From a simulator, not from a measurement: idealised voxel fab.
process module | voxel released beams
cross-section cut | 220 nm wide | cells 5 nm
A cross-section is a grid of square cells, given in bands from the top down. A band is one or more rows of cells.
Each band's line starts with the height of the band's top and of its bottom, in nm. Then come its materials from left to right, each with its width in nm. One material with "throughout" fills the band from edge to edge. "air" is empty space.
Height 0 is the level under which the wafer as received is all one material. The lowest band goes on downwards, as in "0 down".
A width such as "30 to 40" changes by the same amount from each row of cells to the next, from the band's top row to its bottom row.
"no change" after a step means that no cell of the cross-section changed.
closed voids: empty space of 8 cells or more with no open way to the top, each as width x height at its distance from the left edge, in nm
after a step's settings: what the simulator itself notes on the step
overlay nm, on a step with a mask: how far to the right of its planned place the mask lay; to the left if negative
plan
1 op RECEIVE | material Si
2 op CONFORMAL_DEP | material SiN | thk nm 5
3 op DIRECTIONAL_DEP | material SiO2 | thk nm 20
4 op PATTERN | tone open | mask id ANCHOR | material resist | width nm 45 | thk nm 20 | overlay nm 0
5 op DIRECTIONAL_ETCH | etch materials SiO2 | depth nm 20
6 op STRIP | etch materials resist
7 op CONFORMAL_DEP | material W | thk nm 5
8 op PATTERN | tone cover | mask id BEAM | material resist | width nm 95 | thk nm 20 | overlay nm 0
9 op DIRECTIONAL_ETCH | etch materials W | depth nm 15
10 op STRIP | etch materials resist
11 op STRIP | etch materials SiO2
varied across the wafers: thk nm of step 7. The plan shows the first wafer's value. All wafers start alike
first wafer as received, after step 1
  0 down: Si throughout
  closed voids: none
first wafer at the end, after step 11
  30 to 25: air 60 | W 10 | air 35 | W 50 | air 65
  25 to 10: air 65 | W 5 | air 35 | W 5 | air 110
  10 to 5: air 65 | W 45 | air 110
  5 to 0: SiN throughout
  0 down: Si throughout
  closed voids: none
last wafer at the end
  55 to 40: air 60 | W 95 | air 65
  40 to 25: W throughout
  25 to 5: SiO2 65 | W 45 | SiO2 110
  5 to 0: SiN throughout
  0 down: Si throughout
  closed voids: none
each wafer at the end: cells of each material gained (+) or lost (-) since it was received, then its closed voids
thk nm 5 | +44 SiN | +27 W | closed voids: none
thk nm 10 | +44 SiN | +54 W | closed voids: none
thk nm 15 | +44 SiN | +81 W | closed voids: none
thk nm 20 | +44 SiN | +140 SiO2 | +133 W | closed voids: none
thk nm 25 | +44 SiN | +140 SiO2 | +181 W | closed voids: none
thk nm 30 | +44 SiN | +140 SiO2 | +225 W | closed voids: none
